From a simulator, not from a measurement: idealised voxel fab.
The following process module bears the name voxel ribs on slabs.
For reference, the cross-section in this document is cut, with width 285 nm and square cells of 5 nm.
Reading order for cross-sections: top band down to bottom band. Underlying form: a grid of square cells. Band size: one or more rows of cells.
A band entry consists of two parts. The first gives the height of the band's top and the height of its bottom, in nm. The rest lists the band's materials from left to right, each with its width in nm. A single material labelled with the word "everywhere" fills the band from edge to edge, and the word "empty" marks empty space.
The level at which height equals 0 is the one under which the wafer, as it arrives, is entirely one material. No lower edge exists for the bottom band, which continues downward and is notated as in "0 down".
Quick explanation for "30..40": the width changes in equal steps down the rows of cells, from the first number in the band's top row to the second number in its bottom row.
The cross-section has no changed cell in any step marked "nothing altered".
Listed in "Sealed-off cavities": every empty space of 8 or more cells without an open way to the top. Form: width x height at distance, the distance being from the left edge, all in nm.
Where a step's line continues beyond its settings, the continuation is a remark by the simulator itself on that step.
"overlay nm" denotes, for a step that has a mask, the displacement of the mask to the right of its planned place, with negative values corresponding to the left.
### Below is the list of planned process steps
| 1 | RECEIVE (material Si) |
| 2 | DIRECTIONAL_DEP (material SiO2; thk nm 20) |
| 3 | DIRECTIONAL_DEP (material polySi; thk nm 15) |
| 4 | MASKED_ETCH (tone cover; mask id RIB; width nm 20; etch materials polySi; depth nm 5; overlay nm 0) |
| 5 | DIRECTIONAL_DEP (material aC; thk nm 10) |
| 6 | PATTERN (tone cover; mask id SLAB; material resist; width nm 50; thk nm 25; overlay nm 0) |
| 7 | DIRECTIONAL_ETCH (etch materials aC; depth nm 10) |
| 8 | STRIP (etch materials resist) |
| 9 | DIRECTIONAL_ETCH (etch materials polySi; depth nm 10) |
| 10 | STRIP (etch materials aC) |
| 11 | FILL_DEP (material SiO2; thk nm 20) |
| 12 | CMP (height nm 45) |
| 13 | DIRECTIONAL_DEP (material TiN; thk nm 5) |
| 14 | PATTERN (tone cover; mask id HEATER; material resist; width nm 30; thk nm 20; overlay nm 0) |
| 15 | DIRECTIONAL_ETCH (etch materials TiN; depth nm 5) |
| 16 | STRIP (etch materials resist) |
| 17 | CONFORMAL_DEP (material SiO2; thk nm 10) |
### Run as planned: first of two wafers
### As received (post step 1): cross-section
  0 down = Si everywhere
  Sealed-off cavities: none
### Step 2 done - wafer cross-section
  20 to 0 = SiO2 everywhere
  Rest of section, below 0: as before.
### Step 3 done - wafer cross-section
  35 to 20 = polySi everywhere
  Rest of section, below 20: as before.
### Step 4 done - wafer cross-section
  35 to 30 = empty: 130 / polySi: 20 / empty: 135
  Rest of section, below 30: as before.
### Step 5 done - wafer cross-section
  45 to 40 = empty: 130 / aC: 20 / empty: 135
  40 to 35 = aC everywhere
  35 to 30 = aC: 130 / polySi: 20 / aC: 135
  Rest of section, below 30: as before.
### Step 6 done - wafer cross-section
  70 to 45 = empty: 115 / resist: 50 / empty: 120
  45 to 40 = empty: 115 / resist: 15 / aC: 20 / resist: 15 / empty: 120
  Rest of section, below 40: as before.
### Step 7 done - wafer cross-section
  60 to 45 = empty: 115 / resist: 50 / empty: 120
  45 to 40 = empty: 115 / resist: 15 / aC: 20 / resist: 15 / empty: 120
  40 to 35 = empty: 115 / aC: 50 / empty: 120
  35 to 30 = empty: 115 / aC: 15 / polySi: 20 / aC: 15 / empty: 120
  Rest of section, below 30: as before.
### Step 8 done - wafer cross-section
  45 to 35 = empty: 130..115 / aC: 20..50 / empty: 135..120
  Rest of section, below 35: as before.
### Step 9 done - wafer cross-section
  45 to 35 = empty: 130..115 / aC: 20..50 / empty: 135..120
  35 to 30 = empty: 115 / aC: 15 / polySi: 20 / aC: 15 / empty: 120
  30 to 20 = empty: 115 / polySi: 50 / empty: 120
  Rest of section, below 20: as before.
### Step 10 done - wafer cross-section
  35 to 30 = empty: 130 / polySi: 20 / empty: 135
  Rest of section, below 30: as before.
### Step 11 done - wafer cross-section
  55 to 35 = SiO2 everywhere
  35 to 30 = SiO2: 130 / polySi: 20 / SiO2: 135
  30 to 20 = SiO2: 115 / polySi: 50 / SiO2: 120
  Rest of section, below 20: as before.
### Step 12 done - wafer cross-section
  45 to 35 = SiO2 everywhere
  Rest of section, below 35: as before.
### Step 13 done - wafer cross-section
  50 to 45 = TiN everywhere
  Rest of section, below 45: as before.
### Step 14 done - wafer cross-section
  70 to 50 = empty: 125 / resist: 30 / empty: 130
  Rest of section, below 50: as before.
### Step 15 done - wafer cross-section
  70 to 50 = empty: 125 / resist: 30 / empty: 130
  50 to 45 = empty: 125 / TiN: 30 / empty: 130
  Rest of section, below 45: as before.
### Step 16 done - wafer cross-section
  50 to 45 = empty: 125 / TiN: 30 / empty: 130
  Rest of section, below 45: as before.
### Step 17 done - wafer cross-section
  60 to 55 = empty: 115 / SiO2: 50 / empty: 120
  55 to 50 = SiO2 everywhere
  50 to 45 = SiO2: 125 / TiN: 30 / SiO2: 130
  Rest of section, below 45: as before.
### Second wafer, same starting state and plan as the first, one mistake in the run, identical through step 5
### when step 6 should have ended
  70 to 45 = resist: 115 / empty: 50 / resist: 120
  45 to 40 = resist: 115 / empty: 15 / aC: 20 / empty: 15 / resist: 120
  Rest of section, below 40: as before.
### when step 7 should have ended
  60 to 40 = resist: 115 / empty: 50 / resist: 120
  40 to 35 = aC: 115 / empty: 50 / aC: 120
  35 to 30 = aC: 115 / empty: 15 / polySi: 20 / empty: 15 / aC: 120
  Rest of section, below 30: as before.
### when step 8 should have ended
  40 to 35 = aC: 115 / empty: 50 / aC: 120
  Rest of section, below 35: as before.
### when step 9 should have ended
  40 to 30 = aC: 115 / empty: 50 / aC: 120
  30 to 25 = polySi: 115 / empty: 50 / polySi: 120
  25 to 20 = polySi: 115 / empty: 15 / polySi: 20 / empty: 15 / polySi: 120
  Rest of section, below 20: as before.
### when step 10 should have ended
  30 to 25 = polySi: 115 / empty: 50 / polySi: 120
  Rest of section, below 25: as before.
### when step 11 should have ended
  50 to 30 = SiO2 everywhere
  30 to 25 = polySi: 115 / SiO2: 50 / polySi: 120
  25 to 20 = polySi: 115 / SiO2: 15 / polySi: 20 / SiO2: 15 / polySi: 120
  Rest of section, below 20: as before.
### when step 12 should have ended
  45 to 30 = SiO2 everywhere
  Rest of section, below 30: as before.
### when step 13 should have ended
  50 to 45 = TiN everywhere
  Rest of section, below 45: as before.
### when step 14 should have ended
  70 to 50 = empty: 125 / resist: 30 / empty: 130
  Rest of section, below 50: as before.
### when step 15 should have ended
  70 to 50 = empty: 125 / resist: 30 / empty: 130
  50 to 45 = empty: 125 / TiN: 30 / empty: 130
  Rest of section, below 45: as before.
### when step 16 should have ended
  50 to 45 = empty: 125 / TiN: 30 / empty: 130
  Rest of section, below 45: as before.
### when step 17 should have ended
  60 to 55 = empty: 115 / SiO2: 50 / empty: 120
  55 to 50 = SiO2 everywhere
  50 to 45 = SiO2: 125 / TiN: 30 / SiO2: 130
  Rest of section, below 45: as before.
What broke from the plan during processing? step 6 was run on a setting that differed from the plan, and what really ran there is PATTERN (tone open; mask id SLAB; material resist; width nm 50; thk nm 25; overlay nm 0)
Cell-count delta at end, second wafer over first, by material: SiO2 -74; polySi +74
